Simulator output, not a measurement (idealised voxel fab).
process module | voxel transistor to metal
Section shown: cut. Width: 265 nm. Cell size: 5 nm, square.
Cross-section spec: square-cell grid; bands listed top down; each band is one or more rows. First you get the band's top height and its bottom height, in nm, and then the materials it's made of, left to right, with each width in nm. If you see a single material with "throughout", that one covers the band edge to edge. "blank" is empty space. Height datum 0, below which the as-received substrate wafer is one material. Lowest band open at the bottom, running downward: "0..down". The notation "30->40" denotes a width that varies across the rows of cells in the band, beginning at the first number in the top row, finishing at the second number in the bottom row, and changing by an identical amount from each row to the next. No cell of the cross-section changed in a step that is given as "nothing got changed". For the entry "Tabulated closed voids", the listed items are empty spaces with no open way to the top whose size is 8 cells or more; each item follows the pattern width x height at distance, where distance is from the left edge and all three are in nm. Note: text after step settings on the step line = simulator remark on that step. You can add "overlay nm" to a step's line. For a step with a mask, it describes how far the mask lay to the right of its planned position, and a negative number describes a lay to the left.
[Here's what the planned process steps look like]
1. RECEIVE | material Si
2. OXIDIZE | depth nm 5
3. CONFORMAL_DEP | material SiN | thk nm 10
4. DIRECTIONAL_DEP | material aC | thk nm 15
5. PATTERN | tone cover | mask id ACTIVE | material resist | width nm 95 | pitch nm 120 | thk nm 30 | overlay nm 0
6. DIRECTIONAL_ETCH | etch materials aC | depth nm 15
7. STRIP | etch materials resist
8. DIRECTIONAL_ETCH | etch materials SiN | depth nm 10
9. DIRECTIONAL_ETCH | etch materials SiO2 | depth nm 5
10. DIRECTIONAL_ETCH | etch materials Si | depth nm 25
11. STRIP | etch materials aC
12. FILL_DEP | material SiO2 | thk nm 10
13. CMP | height nm 10
14. SELECTIVE_ETCH | etch materials SiO2 | depth nm 10
15. STRIP | etch materials SiN
16. SELECTIVE_ETCH | etch materials SiO2 | depth nm 5
17. OXIDIZE | depth nm 5
18. DIRECTIONAL_DEP | material polySi | thk nm 30
19. DIRECTIONAL_DEP | material SiCN | thk nm 15
20. PATTERN | tone cover | mask id GATE | material resist | width nm 25 | pitch nm 120 | thk nm 20 | overlay nm 0
21. DIRECTIONAL_ETCH | etch materials SiCN | depth nm 25
22. DIRECTIONAL_ETCH | etch materials polySi | depth nm 40
23. STRIP | etch materials resist
24. CONFORMAL_DEP | material SiN | thk nm 10
25. DIRECTIONAL_ETCH | etch materials SiN | depth nm 10
26. DIRECTIONAL_ETCH | etch materials SiO2 | depth nm 5
27. DIRECTIONAL_ETCH | etch materials Si | depth nm 10
28. EPI | material pSi | thk nm 15
29. FILL_DEP | material SiO2 | thk nm 10
30. CMP | height nm 40
31. DIRECTIONAL_DEP | material SiO2 | thk nm 15
32. PATTERN | tone open | mask id CONTACT | material resist | width nm 25 | pitch nm 60 | thk nm 15 | overlay nm 0
33. DIRECTIONAL_ETCH | etch materials SiO2 | depth nm 60
34. STRIP | etch materials resist
35. CONFORMAL_DEP | material TiN | thk nm 5
36. FILL_DEP | material W | thk nm 5
37. CMP | height nm 55
38. CONFORMAL_DEP | material SiN | thk nm 5
39. DIRECTIONAL_DEP | material lowk | thk nm 20
40. PATTERN | tone open | mask id METAL_1 | material resist | width nm 15 | thk nm 20 | overlay nm 0
41. DIRECTIONAL_ETCH | etch materials lowk | depth nm 20
42. DIRECTIONAL_ETCH | etch materials SiN | depth nm 5
43. STRIP | etch materials resist
44. CONFORMAL_DEP | material TiN | thk nm 5
45. FILL_DEP | material W | thk nm 10
46. CMP | height nm 80
47. CONFORMAL_DEP | material SiCN | thk nm 5
48. DIRECTIONAL_DEP | material SiO2 | thk nm 30
49. MASKED_ETCH | tone open | mask id METAL_2 | width nm 15 | pitch nm 120 | etch materials SiO2 | depth nm 20 | overlay nm 0
50. DIRECTIONAL_DEP | material aC | thk nm 10
51. PATTERN | tone open | mask id METAL_2_HOLES | material resist | width nm 15 | pitch nm 120 | thk nm 30 | overlay nm 0
52. DIRECTIONAL_ETCH | etch materials aC | depth nm 10
53. STRIP | etch materials resist
54. DIRECTIONAL_ETCH | etch materials SiO2 | depth nm 10
55. DIRECTIONAL_ETCH | etch materials SiCN | depth nm 5
56. STRIP | etch materials aC
57. CONFORMAL_DEP | material TiN | thk nm 5
58. FILL_DEP | material Cu | thk nm 10
59. CMP | height nm 115
60. CONFORMAL_DEP | material SiN | thk nm 5
[So, the first of our two wafers, run just as we planned it]
[Wafer at receipt (post step 1), cross-section]
0..down = Si throughout
Tabulated closed voids: none
[The wafer, seen in cross-section, after step 2]
0..-5 = SiO2 throughout
Unchanged below -5.
[The wafer, seen in cross-section, after step 3]
10..0 = SiN throughout
Unchanged below 0.
[The wafer, seen in cross-section, after step 4]
25..10 = aC throughout
Unchanged below 10.
[The wafer, seen in cross-section, after step 5]
55..25 = 25 nm blank / 95 nm resist / 25 nm blank / 95 nm resist / 25 nm blank
Unchanged below 25.
[The wafer, seen in cross-section, after step 6]
40..25 = 25 nm blank / 95 nm resist / 25 nm blank / 95 nm resist / 25 nm blank
25..10 = 25 nm blank / 95 nm aC / 25 nm blank / 95 nm aC / 25 nm blank
Unchanged below 10.
[The wafer, seen in cross-section, after step 7]
25..10 = 25 nm blank / 95 nm aC / 25 nm blank / 95 nm aC / 25 nm blank
Unchanged below 10.
[The wafer, seen in cross-section, after step 8]
25..10 = 25 nm blank / 95 nm aC / 25 nm blank / 95 nm aC / 25 nm blank
10..0 = 25 nm blank / 95 nm SiN / 25 nm blank / 95 nm SiN / 25 nm blank
Unchanged below 0.
[The wafer, seen in cross-section, after step 9]
25..10 = 25 nm blank / 95 nm aC / 25 nm blank / 95 nm aC / 25 nm blank
10..0 = 25 nm blank / 95 nm SiN / 25 nm blank / 95 nm SiN / 25 nm blank
0..-5 = 25 nm blank / 95 nm SiO2 / 25 nm blank / 95 nm SiO2 / 25 nm blank
Unchanged below -5.
[The wafer, seen in cross-section, after step 10]
25..10 = 25 nm blank / 95 nm aC / 25 nm blank / 95 nm aC / 25 nm blank
10..0 = 25 nm blank / 95 nm SiN / 25 nm blank / 95 nm SiN / 25 nm blank
0..-5 = 25 nm blank / 95 nm SiO2 / 25 nm blank / 95 nm SiO2 / 25 nm blank
-5..-30 = 25 nm blank / 95 nm Si / 25 nm blank / 95 nm Si / 25 nm blank
Unchanged below -30.
[The wafer, seen in cross-section, after step 11]
10..0 = 25 nm blank / 95 nm SiN / 25 nm blank / 95 nm SiN / 25 nm blank
Unchanged below 0.
[The wafer, seen in cross-section, after step 12]
20..10 = SiO2 throughout
10..0 = 25 nm SiO2 / 95 nm SiN / 25 nm SiO2 / 95 nm SiN / 25 nm SiO2
0..-5 = SiO2 throughout
-5..-30 = 25 nm SiO2 / 95 nm Si / 25 nm SiO2 / 95 nm Si / 25 nm SiO2
Unchanged below -30.
[The wafer, seen in cross-section, after step 13]
10..0 = 25 nm SiO2 / 95 nm SiN / 25 nm SiO2 / 95 nm SiN / 25 nm SiO2
Unchanged below 0.
[The wafer, seen in cross-section, after step 14]
10..0 = 25 nm blank / 95 nm SiN / 25 nm blank / 95 nm SiN / 25 nm blank
Unchanged below 0.
[The wafer, seen in cross-section, after step 15]
0..-5 = SiO2 throughout
Unchanged below -5.
[The wafer, seen in cross-section, after step 16]
-5..-30 = 25 nm SiO2 / 95 nm Si / 25 nm SiO2 / 95 nm Si / 25 nm SiO2
Unchanged below -30.
[The wafer, seen in cross-section, after step 17]
-5..-10 = SiO2 throughout
Unchanged below -10.
[The wafer, seen in cross-section, after step 18]
25..-5 = polySi throughout
Unchanged below -5.
[The wafer, seen in cross-section, after step 19]
40..25 = SiCN throughout
Unchanged below 25.
[The wafer, seen in cross-section, after step 20]
60..40 = 60 nm blank / 25 nm resist / 95 nm blank / 25 nm resist / 60 nm blank
Unchanged below 40.
[The wafer, seen in cross-section, after step 21]
60..40 = 60 nm blank / 25 nm resist / 95 nm blank / 25 nm resist / 60 nm blank
40..25 = 60 nm blank / 25 nm SiCN / 95 nm blank / 25 nm SiCN / 60 nm blank
Unchanged below 25.
[The wafer, seen in cross-section, after step 22]
60..40 = 60 nm blank / 25 nm resist / 95 nm blank / 25 nm resist / 60 nm blank
40..25 = 60 nm blank / 25 nm SiCN / 95 nm blank / 25 nm SiCN / 60 nm blank
25..-5 = 60 nm blank / 25 nm polySi / 95 nm blank / 25 nm polySi / 60 nm blank
Unchanged below -5.
[The wafer, seen in cross-section, after step 23]
40..25 = 60 nm blank / 25 nm SiCN / 95 nm blank / 25 nm SiCN / 60 nm blank
Unchanged below 25.
[The wafer, seen in cross-section, after step 24]
50..40 = 50 nm blank / 45 nm SiN / 75 nm blank / 45 nm SiN / 50 nm blank
40..25 = 50 nm blank / 10 nm SiN / 25 nm SiCN / 10 nm SiN / 75 nm blank / 10 nm SiN / 25 nm SiCN / 10 nm SiN / 50 nm blank
25..5 = 50 nm blank / 10 nm SiN / 25 nm polySi / 10 nm SiN / 75 nm blank / 10 nm SiN / 25 nm polySi / 10 nm SiN / 50 nm blank
5..-5 = 60 nm SiN / 25 nm polySi / 95 nm SiN / 25 nm polySi / 60 nm SiN
Unchanged below -5.
[The wafer, seen in cross-section, after step 25]
40..25 = 50 nm blank / 10 nm SiN / 25 nm SiCN / 10 nm SiN / 75 nm blank / 10 nm SiN / 25 nm SiCN / 10 nm SiN / 50 nm blank
25..-5 = 50 nm blank / 10 nm SiN / 25 nm polySi / 10 nm SiN / 75 nm blank / 10 nm SiN / 25 nm polySi / 10 nm SiN / 50 nm blank
Unchanged below -5.
[The wafer, seen in cross-section, after step 26]
40..25 = 50 nm blank / 10 nm SiN / 25 nm SiCN / 10 nm SiN / 75 nm blank / 10 nm SiN / 25 nm SiCN / 10 nm SiN / 50 nm blank
25..-5 = 50 nm blank / 10 nm SiN / 25 nm polySi / 10 nm SiN / 75 nm blank / 10 nm SiN / 25 nm polySi / 10 nm SiN / 50 nm blank
-5..-10 = 50 nm blank / 45 nm SiO2 / 75 nm blank / 45 nm SiO2 / 50 nm blank
Unchanged below -10.
[The wafer, seen in cross-section, after step 27]
40..25 = 50 nm blank / 10 nm SiN / 25 nm SiCN / 10 nm SiN / 75 nm blank / 10 nm SiN / 25 nm SiCN / 10 nm SiN / 50 nm blank
25..-5 = 50 nm blank / 10 nm SiN / 25 nm polySi / 10 nm SiN / 75 nm blank / 10 nm SiN / 25 nm polySi / 10 nm SiN / 50 nm blank
-5..-10 = 50 nm blank / 45 nm SiO2 / 75 nm blank / 45 nm SiO2 / 50 nm blank
-10..-20 = 25 nm SiO2 / 25 nm blank / 45 nm Si / 25 nm blank / 25 nm SiO2 / 25 nm blank / 45 nm Si / 25 nm blank / 25 nm SiO2
Unchanged below -20.
[The wafer, seen in cross-section, after step 28]
40..25 = 50 nm blank / 10 nm SiN / 25 nm SiCN / 10 nm SiN / 75 nm blank / 10 nm SiN / 25 nm SiCN / 10 nm SiN / 50 nm blank
25..5 = 50 nm blank / 10 nm SiN / 25 nm polySi / 10 nm SiN / 75 nm blank / 10 nm SiN / 25 nm polySi / 10 nm SiN / 50 nm blank
5..-5 = 35 nm blank / 15 nm pSi / 10 nm SiN / 25 nm polySi / 10 nm SiN / 15 nm pSi / 45 nm blank / 15 nm pSi / 10 nm SiN / 25 nm polySi / 10 nm SiN / 15 nm pSi / 35 nm blank
-5..-10 = 20 nm blank / 30 nm pSi / 45 nm SiO2 / 30 nm pSi / 15 nm blank / 30 nm pSi / 45 nm SiO2 / 30 nm pSi / 20 nm blank
-10..-20 = 25 nm SiO2 / 25 nm pSi / 45 nm Si / 25 nm pSi / 25 nm SiO2 / 25 nm pSi / 45 nm Si / 25 nm pSi / 25 nm SiO2
Unchanged below -20.
[The wafer, seen in cross-section, after step 29]
50..40 = SiO2 throughout
40..25 = 50 nm SiO2 / 10 nm SiN / 25 nm SiCN / 10 nm SiN / 75 nm SiO2 / 10 nm SiN / 25 nm SiCN / 10 nm SiN / 50 nm SiO2
25..5 = 50 nm SiO2 / 10 nm SiN / 25 nm polySi / 10 nm SiN / 75 nm SiO2 / 10 nm SiN / 25 nm polySi / 10 nm SiN / 50 nm SiO2
5..-5 = 35 nm SiO2 / 15 nm pSi / 10 nm SiN / 25 nm polySi / 10 nm SiN / 15 nm pSi / 45 nm SiO2 / 15 nm pSi / 10 nm SiN / 25 nm polySi / 10 nm SiN / 15 nm pSi / 35 nm SiO2
-5..-10 = 20 nm SiO2 / 30 nm pSi / 45 nm SiO2 / 30 nm pSi / 15 nm SiO2 / 30 nm pSi / 45 nm SiO2 / 30 nm pSi / 20 nm SiO2
Unchanged below -10.
[The wafer, seen in cross-section, after step 30]
40..25 = 50 nm SiO2 / 10 nm SiN / 25 nm SiCN / 10 nm SiN / 75 nm SiO2 / 10 nm SiN / 25 nm SiCN / 10 nm SiN / 50 nm SiO2
Unchanged below 25.
[The wafer, seen in cross-section, after step 31]
55..40 = SiO2 throughout
Unchanged below 40.
[The wafer, seen in cross-section, after step 32]
70..55 = 30 nm resist / 25 nm blank / 35 nm resist / 25 nm blank / 35 nm resist / 25 nm blank / 35 nm resist / 25 nm blank / 30 nm resist
Unchanged below 55.
[The wafer, seen in cross-section, after step 33]
70..55 = 30 nm resist / 25 nm blank / 35 nm resist / 25 nm blank / 35 nm resist / 25 nm blank / 35 nm resist / 25 nm blank / 30 nm resist
55..40 = 30 nm SiO2 / 25 nm blank / 35 nm SiO2 / 25 nm blank / 35 nm SiO2 / 25 nm blank / 35 nm SiO2 / 25 nm blank / 30 nm SiO2
40..25 = 30 nm SiO2 / 20 nm blank / 10 nm SiN / 25 nm SiCN / 10 nm SiN / 20 nm blank / 35 nm SiO2 / 20 nm blank / 10 nm SiN / 25 nm SiCN / 10 nm SiN / 20 nm blank / 30 nm SiO2
25..5 = 30 nm SiO2 / 20 nm blank / 10 nm SiN / 25 nm polySi / 10 nm SiN / 20 nm blank / 35 nm SiO2 / 20 nm blank / 10 nm SiN / 25 nm polySi / 10 nm SiN / 20 nm blank / 30 nm SiO2
5..-5 = 30 nm SiO2 / 5 nm blank / 15 nm pSi / 10 nm SiN / 25 nm polySi / 10 nm SiN / 15 nm pSi / 5 nm blank / 35 nm SiO2 / 5 nm blank / 15 nm pSi / 10 nm SiN / 25 nm polySi / 10 nm SiN / 15 nm pSi / 5 nm blank / 30 nm SiO2
Unchanged below -5.
[The wafer, seen in cross-section, after step 34]
55..40 = 30 nm SiO2 / 25 nm blank / 35 nm SiO2 / 25 nm blank / 35 nm SiO2 / 25 nm blank / 35 nm SiO2 / 25 nm blank / 30 nm SiO2
Unchanged below 40.
[The wafer, seen in cross-section, after step 35]
60..55 = 35 nm TiN / 15 nm blank / 45 nm TiN / 15 nm blank / 45 nm TiN / 15 nm blank / 45 nm TiN / 15 nm blank / 35 nm TiN
55..45 = 30 nm SiO2 / 5 nm TiN / 15 nm blank / 5 nm TiN / 35 nm SiO2 / 5 nm TiN / 15 nm blank / 5 nm TiN / 35 nm SiO2 / 5 nm TiN / 15 nm blank / 5 nm TiN / 35 nm SiO2 / 5 nm TiN / 15 nm blank / 5 nm TiN / 30 nm SiO2
45..40 = 30 nm SiO2 / 5 nm TiN / 10 nm blank / 10 nm TiN / 35 nm SiO2 / 10 nm TiN / 10 nm blank / 5 nm TiN / 35 nm SiO2 / 5 nm TiN / 10 nm blank / 10 nm TiN / 35 nm SiO2 / 10 nm TiN / 10 nm blank / 5 nm TiN / 30 nm SiO2
40..25 = 30 nm SiO2 / 5 nm TiN / 10 nm blank / 5 nm TiN / 10 nm SiN / 25 nm SiCN / 10 nm SiN / 5 nm TiN / 10 nm blank / 5 nm TiN / 35 nm SiO2 / 5 nm TiN / 10 nm blank / 5 nm TiN / 10 nm SiN / 25 nm SiCN / 10 nm SiN / 5 nm TiN / 10 nm blank / 5 nm TiN / 30 nm SiO2
25..10 = 30 nm SiO2 / 5 nm TiN / 10 nm blank / 5 nm TiN / 10 nm SiN / 25 nm polySi / 10 nm SiN / 5 nm TiN / 10 nm blank / 5 nm TiN / 35 nm SiO2 / 5 nm TiN / 10 nm blank / 5 nm TiN / 10 nm SiN / 25 nm polySi / 10 nm SiN / 5 nm TiN / 10 nm blank / 5 nm TiN / 30 nm SiO2
10..5 = 30 nm SiO2 / 20 nm TiN / 10 nm SiN / 25 nm polySi / 10 nm SiN / 20 nm TiN / 35 nm SiO2 / 20 nm TiN / 10 nm SiN / 25 nm polySi / 10 nm SiN / 20 nm TiN / 30 nm SiO2
5..-5 = 30 nm SiO2 / 5 nm TiN / 15 nm pSi / 10 nm SiN / 25 nm polySi / 10 nm SiN / 15 nm pSi / 5 nm TiN / 35 nm SiO2 / 5 nm TiN / 15 nm pSi / 10 nm SiN / 25 nm polySi / 10 nm SiN / 15 nm pSi / 5 nm TiN / 30 nm SiO2
Unchanged below -5.
[The wafer, seen in cross-section, after step 36]
65..60 = W throughout
60..55 = 35 nm TiN / 15 nm W / 45 nm TiN / 15 nm W / 45 nm TiN / 15 nm W / 45 nm TiN / 15 nm W / 35 nm TiN
55..45 = 30 nm SiO2 / 5 nm TiN / 15 nm W / 5 nm TiN / 35 nm SiO2 / 5 nm TiN / 15 nm W / 5 nm TiN / 35 nm SiO2 / 5 nm TiN / 15 nm W / 5 nm TiN / 35 nm SiO2 / 5 nm TiN / 15 nm W / 5 nm TiN / 30 nm SiO2
45..40 = 30 nm SiO2 / 5 nm TiN / 10 nm W / 10 nm TiN / 35 nm SiO2 / 10 nm TiN / 10 nm W / 5 nm TiN / 35 nm SiO2 / 5 nm TiN / 10 nm W / 10 nm TiN / 35 nm SiO2 / 10 nm TiN / 10 nm W / 5 nm TiN / 30 nm SiO2
40..25 = 30 nm SiO2 / 5 nm TiN / 10 nm W / 5 nm TiN / 10 nm SiN / 25 nm SiCN / 10 nm SiN / 5 nm TiN / 10 nm W / 5 nm TiN / 35 nm SiO2 / 5 nm TiN / 10 nm W / 5 nm TiN / 10 nm SiN / 25 nm SiCN / 10 nm SiN / 5 nm TiN / 10 nm W / 5 nm TiN / 30 nm SiO2
25..10 = 30 nm SiO2 / 5 nm TiN / 10 nm W / 5 nm TiN / 10 nm SiN / 25 nm polySi / 10 nm SiN / 5 nm TiN / 10 nm W / 5 nm TiN / 35 nm SiO2 / 5 nm TiN / 10 nm W / 5 nm TiN / 10 nm SiN / 25 nm polySi / 10 nm SiN / 5 nm TiN / 10 nm W / 5 nm TiN / 30 nm SiO2
Unchanged below 10.
[The wafer, seen in cross-section, after step 37]
55..45 = 30 nm SiO2 / 5 nm TiN / 15 nm W / 5 nm TiN / 35 nm SiO2 / 5 nm TiN / 15 nm W / 5 nm TiN / 35 nm SiO2 / 5 nm TiN / 15 nm W / 5 nm TiN / 35 nm SiO2 / 5 nm TiN / 15 nm W / 5 nm TiN / 30 nm SiO2
Unchanged below 45.
[The wafer, seen in cross-section, after step 38]
60..55 = SiN throughout
Unchanged below 55.
[The wafer, seen in cross-section, after step 39]
80..60 = lowk throughout
Unchanged below 60.
[The wafer, seen in cross-section, after step 40]
100..80 = 30 nm resist / 15 nm blank / 55 nm resist / 15 nm blank / 35 nm resist / 15 nm blank / 55 nm resist / 15 nm blank / 30 nm resist
Unchanged below 80.
[The wafer, seen in cross-section, after step 41]
100..80 = 30 nm resist / 15 nm blank / 55 nm resist / 15 nm blank / 35 nm resist / 15 nm blank / 55 nm resist / 15 nm blank / 30 nm resist
80..60 = 30 nm lowk / 15 nm blank / 55 nm lowk / 15 nm blank / 35 nm lowk / 15 nm blank / 55 nm lowk / 15 nm blank / 30 nm lowk
Unchanged below 60.
[The wafer, seen in cross-section, after step 42]
100..80 = 30 nm resist / 15 nm blank / 55 nm resist / 15 nm blank / 35 nm resist / 15 nm blank / 55 nm resist / 15 nm blank / 30 nm resist
80..60 = 30 nm lowk / 15 nm blank / 55 nm lowk / 15 nm blank / 35 nm lowk / 15 nm blank / 55 nm lowk / 15 nm blank / 30 nm lowk
60..55 = 30 nm SiN / 15 nm blank / 55 nm SiN / 15 nm blank / 35 nm SiN / 15 nm blank / 55 nm SiN / 15 nm blank / 30 nm SiN
Unchanged below 55.
[The wafer, seen in cross-section, after step 43]
80..60 = 30 nm lowk / 15 nm blank / 55 nm lowk / 15 nm blank / 35 nm lowk / 15 nm blank / 55 nm lowk / 15 nm blank / 30 nm lowk
Unchanged below 60.
[The wafer, seen in cross-section, after step 44]
85..80 = 35 nm TiN / 5 nm blank / 65 nm TiN / 5 nm blank / 45 nm TiN / 5 nm blank / 65 nm TiN / 5 nm blank / 35 nm TiN
80..60 = 30 nm lowk / 5 nm TiN / 5 nm blank / 5 nm TiN / 55 nm lowk / 5 nm TiN / 5 nm blank / 5 nm TiN / 35 nm lowk / 5 nm TiN / 5 nm blank / 5 nm TiN / 55 nm lowk / 5 nm TiN / 5 nm blank / 5 nm TiN / 30 nm lowk
60..55 = 30 nm SiN / 15 nm TiN / 55 nm SiN / 15 nm TiN / 35 nm SiN / 15 nm TiN / 55 nm SiN / 15 nm TiN / 30 nm SiN
Unchanged below 55.
[The wafer, seen in cross-section, after step 45]
95..85 = W throughout
85..80 = 35 nm TiN / 5 nm W / 65 nm TiN / 5 nm W / 45 nm TiN / 5 nm W / 65 nm TiN / 5 nm W / 35 nm TiN
80..60 = 30 nm lowk / 5 nm TiN / 5 nm W / 5 nm TiN / 55 nm lowk / 5 nm TiN / 5 nm W / 5 nm TiN / 35 nm lowk / 5 nm TiN / 5 nm W / 5 nm TiN / 55 nm lowk / 5 nm TiN / 5 nm W / 5 nm TiN / 30 nm lowk
Unchanged below 60.
[The wafer, seen in cross-section, after step 46]
80..60 = 30 nm lowk / 5 nm TiN / 5 nm W / 5 nm TiN / 55 nm lowk / 5 nm TiN / 5 nm W / 5 nm TiN / 35 nm lowk / 5 nm TiN / 5 nm W / 5 nm TiN / 55 nm lowk / 5 nm TiN / 5 nm W / 5 nm TiN / 30 nm lowk
Unchanged below 60.
[The wafer, seen in cross-section, after step 47]
85..80 = SiCN throughout
Unchanged below 80.
[The wafer, seen in cross-section, after step 48]
115..85 = SiO2 throughout
Unchanged below 85.
[The wafer, seen in cross-section, after step 49]
115..95 = 30 nm SiO2 / 15 nm blank / 105 nm SiO2 / 15 nm blank / 100 nm SiO2
Unchanged below 95.
[The wafer, seen in cross-section, after step 50]
125..115 = 30 nm aC / 15 nm blank / 105 nm aC / 15 nm blank / 100 nm aC
115..105 = 30 nm SiO2 / 15 nm blank / 105 nm SiO2 / 15 nm blank / 100 nm SiO2
105..95 = 30 nm SiO2 / 15 nm aC / 105 nm SiO2 / 15 nm aC / 100 nm SiO2
Unchanged below 95.
[The wafer, seen in cross-section, after step 51]
155..125 = 30 nm resist / 15 nm blank / 105 nm resist / 15 nm blank / 100 nm resist
Unchanged below 125.
[The wafer, seen in cross-section, after step 52]
145..125 = 30 nm resist / 15 nm blank / 105 nm resist / 15 nm blank / 100 nm resist
125..115 = 30 nm aC / 15 nm blank / 105 nm aC / 15 nm blank / 100 nm aC
115..95 = 30 nm SiO2 / 15 nm blank / 105 nm SiO2 / 15 nm blank / 100 nm SiO2
Unchanged below 95.
[The wafer, seen in cross-section, after step 53]
125..115 = 30 nm aC / 15 nm blank / 105 nm aC / 15 nm blank / 100 nm aC
Unchanged below 115.
[The wafer, seen in cross-section, after step 54]
125..115 = 30 nm aC / 15 nm blank / 105 nm aC / 15 nm blank / 100 nm aC
115..85 = 30 nm SiO2 / 15 nm blank / 105 nm SiO2 / 15 nm blank / 100 nm SiO2
Unchanged below 85.
[The wafer, seen in cross-section, after step 55]
125..115 = 30 nm aC / 15 nm blank / 105 nm aC / 15 nm blank / 100 nm aC
115..85 = 30 nm SiO2 / 15 nm blank / 105 nm SiO2 / 15 nm blank / 100 nm SiO2
85..80 = 30 nm SiCN / 15 nm blank / 105 nm SiCN / 15 nm blank / 100 nm SiCN
Unchanged below 80.
[The wafer, seen in cross-section, after step 56]
115..85 = 30 nm SiO2 / 15 nm blank / 105 nm SiO2 / 15 nm blank / 100 nm SiO2
Unchanged below 85.
[The wafer, seen in cross-section, after step 57]
120..115 = 35 nm TiN / 5 nm blank / 115 nm TiN / 5 nm blank / 105 nm TiN
115..85 = 30 nm SiO2 / 5 nm TiN / 5 nm blank / 5 nm TiN / 105 nm SiO2 / 5 nm TiN / 5 nm blank / 5 nm TiN / 100 nm SiO2
85..80 = 30 nm SiCN / 15 nm TiN / 105 nm SiCN / 15 nm TiN / 100 nm SiCN
Unchanged below 80.
[The wafer, seen in cross-section, after step 58]
130..120 = Cu throughout
120..115 = 35 nm TiN / 5 nm Cu / 115 nm TiN / 5 nm Cu / 105 nm TiN
115..85 = 30 nm SiO2 / 5 nm TiN / 5 nm Cu / 5 nm TiN / 105 nm SiO2 / 5 nm TiN / 5 nm Cu / 5 nm TiN / 100 nm SiO2
Unchanged below 85.
[The wafer, seen in cross-section, after step 59]
115..85 = 30 nm SiO2 / 5 nm TiN / 5 nm Cu / 5 nm TiN / 105 nm SiO2 / 5 nm TiN / 5 nm Cu / 5 nm TiN / 100 nm SiO2
Unchanged below 85.
[The wafer, seen in cross-section, after step 60]
120..115 = SiN throughout
Unchanged below 115.
[Wafer two. Same start, same plan, one slip in execution. Same as wafer one through step 44, inclusive]
[Cross-section of the second wafer at the time step 45 of the plan should have ended]
95..85 = lowk throughout
85..80 = 35 nm TiN / 5 nm lowk / 65 nm TiN / 5 nm lowk / 45 nm TiN / 5 nm lowk / 65 nm TiN / 5 nm lowk / 35 nm TiN
80..60 = 30 nm lowk / 5 nm TiN / 5 nm lowk / 5 nm TiN / 55 nm lowk / 5 nm TiN / 5 nm lowk / 5 nm TiN / 35 nm lowk / 5 nm TiN / 5 nm lowk / 5 nm TiN / 55 nm lowk / 5 nm TiN / 5 nm lowk / 5 nm TiN / 30 nm lowk
Unchanged below 60.
[Cross-section of the second wafer at the time step 46 of the plan should have ended]
80..60 = 30 nm lowk / 5 nm TiN / 5 nm lowk / 5 nm TiN / 55 nm lowk / 5 nm TiN / 5 nm lowk / 5 nm TiN / 35 nm lowk / 5 nm TiN / 5 nm lowk / 5 nm TiN / 55 nm lowk / 5 nm TiN / 5 nm lowk / 5 nm TiN / 30 nm lowk
Unchanged below 60.
[Cross-section of the second wafer at the time step 47 of the plan should have ended]
85..80 = SiCN throughout
Unchanged below 80.
[Cross-section of the second wafer at the time step 48 of the plan should have ended]
115..85 = SiO2 throughout
Unchanged below 85.
[Cross-section of the second wafer at the time step 49 of the plan should have ended]
115..95 = 30 nm SiO2 / 15 nm blank / 105 nm SiO2 / 15 nm blank / 100 nm SiO2
Unchanged below 95.
[Cross-section of the second wafer at the time step 50 of the plan should have ended]
125..115 = 30 nm aC / 15 nm blank / 105 nm aC / 15 nm blank / 100 nm aC
115..105 = 30 nm SiO2 / 15 nm blank / 105 nm SiO2 / 15 nm blank / 100 nm SiO2
105..95 = 30 nm SiO2 / 15 nm aC / 105 nm SiO2 / 15 nm aC / 100 nm SiO2
Unchanged below 95.
[Cross-section of the second wafer at the time step 51 of the plan should have ended]
155..125 = 30 nm resist / 15 nm blank / 105 nm resist / 15 nm blank / 100 nm resist
Unchanged below 125.
[Cross-section of the second wafer at the time step 52 of the plan should have ended]
145..125 = 30 nm resist / 15 nm blank / 105 nm resist / 15 nm blank / 100 nm resist
125..115 = 30 nm aC / 15 nm blank / 105 nm aC / 15 nm blank / 100 nm aC
115..95 = 30 nm SiO2 / 15 nm blank / 105 nm SiO2 / 15 nm blank / 100 nm SiO2
Unchanged below 95.
[Cross-section of the second wafer at the time step 53 of the plan should have ended]
125..115 = 30 nm aC / 15 nm blank / 105 nm aC / 15 nm blank / 100 nm aC
Unchanged below 115.
[Cross-section of the second wafer at the time step 54 of the plan should have ended]
125..115 = 30 nm aC / 15 nm blank / 105 nm aC / 15 nm blank / 100 nm aC
115..85 = 30 nm SiO2 / 15 nm blank / 105 nm SiO2 / 15 nm blank / 100 nm SiO2
Unchanged below 85.
[Cross-section of the second wafer at the time step 55 of the plan should have ended]
125..115 = 30 nm aC / 15 nm blank / 105 nm aC / 15 nm blank / 100 nm aC
115..85 = 30 nm SiO2 / 15 nm blank / 105 nm SiO2 / 15 nm blank / 100 nm SiO2
85..80 = 30 nm SiCN / 15 nm blank / 105 nm SiCN / 15 nm blank / 100 nm SiCN
Unchanged below 80.
[Cross-section of the second wafer at the time step 56 of the plan should have ended]
115..85 = 30 nm SiO2 / 15 nm blank / 105 nm SiO2 / 15 nm blank / 100 nm SiO2
Unchanged below 85.
[Cross-section of the second wafer at the time step 57 of the plan should have ended]
120..115 = 35 nm TiN / 5 nm blank / 115 nm TiN / 5 nm blank / 105 nm TiN
115..85 = 30 nm SiO2 / 5 nm TiN / 5 nm blank / 5 nm TiN / 105 nm SiO2 / 5 nm TiN / 5 nm blank / 5 nm TiN / 100 nm SiO2
85..80 = 30 nm SiCN / 15 nm TiN / 105 nm SiCN / 15 nm TiN / 100 nm SiCN
Unchanged below 80.
[Cross-section of the second wafer at the time step 58 of the plan should have ended]
130..120 = Cu throughout
120..115 = 35 nm TiN / 5 nm Cu / 115 nm TiN / 5 nm Cu / 105 nm TiN
115..85 = 30 nm SiO2 / 5 nm TiN / 5 nm Cu / 5 nm TiN / 105 nm SiO2 / 5 nm TiN / 5 nm Cu / 5 nm TiN / 100 nm SiO2
Unchanged below 85.
[Cross-section of the second wafer at the time step 59 of the plan should have ended]
115..85 = 30 nm SiO2 / 5 nm TiN / 5 nm Cu / 5 nm TiN / 105 nm SiO2 / 5 nm TiN / 5 nm Cu / 5 nm TiN / 100 nm SiO2
Unchanged below 85.
[Cross-section of the second wafer at the time step 60 of the plan should have ended]
120..115 = SiN throughout
Unchanged below 115.
Nonconformance to the process plan: in deviation from the planned setting, step 45 was conducted as FILL_DEP | material lowk | thk nm 10
FYI, end of process, the second wafer has more or fewer cells of some materials than the first: W -16, lowk +16
